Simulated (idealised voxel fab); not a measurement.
process module | voxel transistor to metal
cross-section cut | 140 nm wide | cells 5 nm
A cross-section is a grid of square cells, given in bands from the top down. A band is one or more rows of cells.
Each band's line starts with the height of the band's top and of its bottom, in nm. Then come its materials from left to right, each with its width in nm. One material with "throughout" fills the band from edge to edge. "air" is empty space.
Height 0 is the level under which the wafer as received is all one material. The lowest band goes on downwards, as in "0 down".
A width such as "30 to 40" changes by the same amount from each row of cells to the next, from the band's top row to its bottom row.
"no change" after a step means that no cell of the cross-section changed.
closed voids: empty space of 8 cells or more with no open way to the top, each as width x height at its distance from the left edge, in nm
after a step's settings: what the simulator itself notes on the step
overlay nm, on a step with a mask: how far to the right of its planned place the mask lay; to the left if negative
plan
1 op RECEIVE | material Si
2 op CONFORMAL_DEP | material SiO2 | thk nm 5
3 op CONFORMAL_DEP | material SiN | thk nm 10
4 op MASKED_ETCH | tone cover | mask id ACTIVE | width nm 95 | etch materials SiN | depth nm 10 | overlay nm 0
5 op MASKED_ETCH | tone cover | mask id ACTIVE | width nm 95 | etch materials SiO2 | depth nm 5 | overlay nm 0
6 op MASKED_ETCH | tone cover | mask id ACTIVE | width nm 95 | etch materials Si | depth nm 35 | overlay nm 0
7 op FILL_DEP | material SiO2 | thk nm 10
8 op CMP | height nm 15
9 op SELECTIVE_ETCH | etch materials SiO2 | depth nm 5
10 op STRIP | etch materials SiN
11 op SELECTIVE_ETCH | etch materials SiO2 | depth nm 5
12 op OXIDIZE | depth nm 5
13 op DIRECTIONAL_DEP | material polySi | thk nm 25
14 op DIRECTIONAL_DEP | material SiCN | thk nm 15
15 op DIRECTIONAL_DEP | material aC | thk nm 10
16 op PATTERN | tone cover | mask id GATE | material resist | width nm 15 | thk nm 25 | overlay nm 0
17 op DIRECTIONAL_ETCH | etch materials aC | depth nm 10
18 op STRIP | etch materials resist
19 op DIRECTIONAL_ETCH | etch materials SiCN | depth nm 25
20 op DIRECTIONAL_ETCH | etch materials polySi | depth nm 35
21 op STRIP | etch materials aC
22 op CONFORMAL_DEP | material SiO2 | thk nm 5
23 op DIRECTIONAL_ETCH | etch materials SiO2 | depth nm 5
24 op CONFORMAL_DEP | material SiN | thk nm 5
25 op DIRECTIONAL_ETCH | etch materials SiN | depth nm 5
26 op DIRECTIONAL_ETCH | etch materials SiO2 | depth nm 5
27 op DIRECTIONAL_ETCH | etch materials Si | depth nm 15
28 op EPI | material nSi | thk nm 20
29 op FILL_DEP | material SiO2 | thk nm 5
30 op CMP | height nm 40
31 op DIRECTIONAL_DEP | material SiO2 | thk nm 10
32 op MASKED_ETCH | tone open | mask id CONTACT | width nm 30 | pitch nm 55 | etch materials SiO2 | depth nm 35 | overlay nm 0
33 op CONFORMAL_DEP | material TiN | thk nm 5
34 op FILL_DEP | material W | thk nm 10
35 op CMP | height nm 50
36 op DIRECTIONAL_DEP | material TiN | thk nm 5
37 op DIRECTIONAL_DEP | material Ru | thk nm 20
38 op DIRECTIONAL_DEP | material aC | thk nm 15
39 op PATTERN | tone cover | mask id METAL_1 | material resist | width nm 20 | pitch nm 65 | thk nm 30 | overlay nm 0
40 op DIRECTIONAL_ETCH | etch materials aC | depth nm 15
41 op STRIP | etch materials resist
42 op DIRECTIONAL_ETCH | etch materials Ru | depth nm 20
43 op DIRECTIONAL_ETCH | etch materials TiN | depth nm 5
44 op STRIP | etch materials aC
45 op CONFORMAL_DEP | material SiCN | thk nm 5
46 op FILL_DEP | material SiO2 | thk nm 10
47 op CMP | height nm 75
48 op CONFORMAL_DEP | material SiN | thk nm 5
as received, after step 1
  0 down: Si throughout
  closed voids: none
first wafer at the end, as planned
  80 to 75: SiN throughout
  75 to 55: SiO2 20 | SiCN 5 | Ru 20 | SiCN 5 | SiO2 35 | SiCN 5 | Ru 20 | SiCN 5 | SiO2 25
  55 to 50: SiCN 25 | TiN 20 | SiCN 45 | TiN 20 | SiCN 30
  50 to 40: SiO2 25 | TiN 5 | W 20 to 15 | TiN 5 to 10 | SiO2 25 | TiN 5 to 10 | W 20 to 15 | TiN 5 | SiO2 30
  40 to 25: SiO2 25 | TiN 5 | W 15 | TiN 5 | SiN 5 | SiO2 5 | SiCN 15 | SiO2 5 | SiN 5 | TiN 5 | W 15 | TiN 5 | SiO2 30
  25 to 20: SiO2 25 | TiN 5 | W 15 | TiN 5 | SiN 5 | SiO2 5 | polySi 15 | SiO2 5 | SiN 5 | TiN 5 | W 15 | TiN 5 | SiO2 30
  20 to 15: SiO2 25 | TiN 25 | SiN 5 | SiO2 5 | polySi 15 | SiO2 5 | SiN 5 | TiN 25 | SiO2 30
  15 to 5: SiO2 15 | nSi 35 | SiN 5 | SiO2 5 | polySi 15 | SiO2 5 | SiN 5 | nSi 35 | SiO2 20
  5 to 0: SiO2 15 | nSi 5 | SiN 5 | nSi 25 | SiN 5 | SiO2 5 | polySi 15 | SiO2 5 | SiN 5 | nSi 25 | SiN 5 | nSi 5 | SiO2 20
  0 to -5: SiO2 25 | nSi 25 | SiO2 35 | nSi 25 | SiO2 30
  -5 to -20: SiO2 20 | Si 5 | nSi 25 | Si 35 | nSi 25 | Si 5 | SiO2 25
  -20 to -35: SiO2 20 | Si 95 | SiO2 25
  -35 down: Si throughout
  closed voids: none
second wafer at the end: like start, like plan, one mistake
  80 to 75: SiN throughout
  75 to 55: SiO2 20 | SiCN 5 | Ru 20 | SiCN 5 | SiO2 35 | SiCN 5 | Ru 20 | SiCN 5 | SiO2 25
  55 to 50: SiCN 25 | TiN 20 | SiCN 45 | TiN 20 | SiCN 30
  50 to 45: TiN 30 | W 20 | TiN 35 | W 20 | TiN 35
  45 to 40: SiO2 25 | TiN 5 | W 15 | TiN 10 | SiO2 25 | TiN 10 | W 15 | TiN 5 | SiO2 30
  40 to 25: SiO2 25 | TiN 5 | W 15 | TiN 5 | SiN 5 | SiO2 5 | SiCN 15 | SiO2 5 | SiN 5 | TiN 5 | W 15 | TiN 5 | SiO2 30
  25 to 20: SiO2 25 | TiN 5 | W 15 | TiN 5 | SiN 5 | SiO2 5 | polySi 15 | SiO2 5 | SiN 5 | TiN 5 | W 15 | TiN 5 | SiO2 30
  20 to 15: SiO2 25 | TiN 25 | SiN 5 | SiO2 5 | polySi 15 | SiO2 5 | SiN 5 | TiN 25 | SiO2 30
  15 to 5: SiO2 15 | nSi 35 | SiN 5 | SiO2 5 | polySi 15 | SiO2 5 | SiN 5 | nSi 35 | SiO2 20
  5 to 0: SiO2 15 | nSi 5 | SiN 5 | nSi 25 | SiN 5 | SiO2 5 | polySi 15 | SiO2 5 | SiN 5 | nSi 25 | SiN 5 | nSi 5 | SiO2 20
  0 to -5: SiO2 25 | nSi 25 | SiO2 35 | nSi 25 | SiO2 30
  -5 to -20: SiO2 20 | Si 5 | nSi 25 | Si 35 | nSi 25 | Si 5 | SiO2 25
  -20 to -35: SiO2 20 | Si 95 | SiO2 25
  -35 down: Si throughout
  closed voids: none
what went wrong: step 31 ran as: op DIRECTIONAL_DEP | material SiO2 | thk nm 5
at the end the second wafer has, in cells: 16 fewer of SiO2 | 16 more of TiN
